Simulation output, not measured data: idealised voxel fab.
process module | voxel gate over fins
For reference, the cross-section in this document is cut, with width 185 nm and square cells of 5 nm.
When this document writes out a cross-section, it uses a grid of square cells and lists it as bands, beginning at the top and moving down, with a band standing for one or more rows of cells.
Quick guide to a band line: top height, bottom height (nm) up front; then every material left to right with its width in nm. Only one material and it's marked "full width"? Then it fills the band edge to edge. And "empty" just means empty space.
Height datum 0, below which the as-received substrate wafer is one material. Lowest band open at the bottom, running downward: "0 -> down".
The width entry "30..40" should be interpreted row by row: the top row of cells in the band takes the first number, the bottom row takes the second number, and the change between adjacent rows is uniform throughout.
When a step is marked "left unchanged", none of the cells in the cross-section changed during that step.
"Closed void roster" means: voids of 8 cells or more that are shut off from the top with no open way through. Written width x height at distance, distance from the left edge, in nm.
Whatever follows a step's settings on its line is a remark the simulator itself makes about that step.
overlay nm: mask right of planned place by this much (step with mask). Neg. = left.

**Listed below are the process steps as planned**
step 1: RECEIVE: material Si
step 2: CONFORMAL_DEP: material SiN, thk nm 5
step 3: DIRECTIONAL_DEP: material aC, thk nm 15
step 4: PATTERN: tone cover, mask id FINS, material resist, width nm 15, pitch nm 35, thk nm 30, overlay nm 0
step 5: DIRECTIONAL_ETCH: etch materials aC, depth nm 15
step 6: STRIP: etch materials resist
step 7: DIRECTIONAL_ETCH: etch materials SiN, depth nm 5
step 8: DIRECTIONAL_ETCH: etch materials Si, depth nm 30
step 9: STRIP: etch materials aC
step 10: OXIDIZE: depth nm 5
step 11: FILL_DEP: material SiO2, thk nm 15
step 12: CMP: height nm 5
step 13: SELECTIVE_ETCH: etch materials SiO2, depth nm 15
step 14: STRIP: etch materials SiN
step 15: CONFORMAL_DEP: material HfO2, thk nm 5
step 16: CONFORMAL_DEP: material TiN, thk nm 5
step 17: CONFORMAL_DEP: material TiAl, thk nm 5
step 18: CONFORMAL_DEP: material TiN, thk nm 5
step 19: FILL_DEP: material W, thk nm 10
step 20: CMP: height nm 25
step 21: CONFORMAL_DEP: material SiCN, thk nm 5

**Cross-section of the wafer at receipt, which is the condition after step 1**
  0 -> down  Si full width
  Closed void roster: none

**End-of-module XS, first of two wafers, run as planned**
  30 -> 25  SiCN full width
  25 -> 20  W full width
  20 -> 15  W 15 nm, then TiN 150 nm, then W 20 nm
  15 -> 10  W 15 nm, then TiN 5 nm, then TiAl 140 nm, then TiN 5 nm, then W 20 nm
  10 -> 5  TiN 20 nm, then TiAl 5 nm, then TiN 25 nm, then TiAl 10 nm, then TiN 25 nm, then TiAl 10 nm, then TiN 25 nm, then TiAl 10 nm, then TiN 25 nm, then TiAl 5 nm, then TiN 25 nm
  5 -> 0  TiAl 25 nm, then TiN 5 nm, then HfO2 15 nm, then TiN 5 nm, then TiAl 10 nm, then TiN 5 nm, then HfO2 15 nm, then TiN 5 nm, then TiAl 10 nm, then TiN 5 nm, then HfO2 15 nm, then TiN 5 nm, then TiAl 10 nm, then TiN 5 nm, then HfO2 15 nm, then TiN 5 nm, then TiAl 30 nm
  0 -> -5  TiN 30 nm, then HfO2 5 nm, then Si 5 nm, then HfO2 5 nm, then TiN 20 nm, then HfO2 5 nm, then Si 5 nm, then HfO2 5 nm, then TiN 20 nm, then HfO2 5 nm, then Si 5 nm, then HfO2 5 nm, then TiN 20 nm, then HfO2 5 nm, then Si 5 nm, then HfO2 5 nm, then TiN 35 nm
  -5 -> -10  HfO2 35 nm, then Si 5 nm, then HfO2 30 nm, then Si 5 nm, then HfO2 30 nm, then Si 5 nm, then HfO2 30 nm, then Si 5 nm, then HfO2 40 nm
  -10 -> -35  SiO2 35 nm, then Si 5 nm, then SiO2 30 nm, then Si 5 nm, then SiO2 30 nm, then Si 5 nm, then SiO2 30 nm, then Si 5 nm, then SiO2 40 nm
  -35 -> down  Si full width
  Closed void roster: none

**What the second wafer looks like in cross-section once the module is done. Its start and its plan matched the first wafer's exactly; what differed was one mistake in how it was run**
  30 -> 25  SiCN full width
  25 -> 20  W full width
  20 -> 15  W 15 nm, then TiN 150 nm, then W 20 nm
  15 -> 10  W 15 nm, then TiN 5 nm, then TiAl 140 nm, then TiN 5 nm, then W 20 nm
  10 -> 5  TiN 20 nm, then TiAl 5 nm, then HfO2 25 nm, then TiAl 10 nm, then HfO2 25 nm, then TiAl 10 nm, then HfO2 25 nm, then TiAl 10 nm, then HfO2 25 nm, then TiAl 5 nm, then TiN 25 nm
  5 -> 0  TiAl 25 nm, then HfO2 5 nm, then TiN 15 nm, then HfO2 5 nm, then TiAl 10 nm, then HfO2 5 nm, then TiN 15 nm, then HfO2 5 nm, then TiAl 10 nm, then HfO2 5 nm, then TiN 15 nm, then HfO2 5 nm, then TiAl 10 nm, then HfO2 5 nm, then TiN 15 nm, then HfO2 5 nm, then TiAl 30 nm
  0 -> -5  HfO2 30 nm, then TiN 5 nm, then Si 5 nm, then TiN 5 nm, then HfO2 20 nm, then TiN 5 nm, then Si 5 nm, then TiN 5 nm, then HfO2 20 nm, then TiN 5 nm, then Si 5 nm, then TiN 5 nm, then HfO2 20 nm, then TiN 5 nm, then Si 5 nm, then TiN 5 nm, then HfO2 35 nm
  -5 -> -10  TiN 35 nm, then Si 5 nm, then TiN 30 nm, then Si 5 nm, then TiN 30 nm, then Si 5 nm, then TiN 30 nm, then Si 5 nm, then TiN 40 nm
  -10 -> -35  SiO2 35 nm, then Si 5 nm, then SiO2 30 nm, then Si 5 nm, then SiO2 30 nm, then Si 5 nm, then SiO2 30 nm, then Si 5 nm, then SiO2 40 nm
  -35 -> down  Si full width
  Closed void roster: none
Where did the run depart from the plan? the intended sequence of steps 15 and 16 was reversed during processing, with each occupying the position of the other
So at the finish, the second wafer's got exactly as many cells of each material as the first, just not in the same spots.
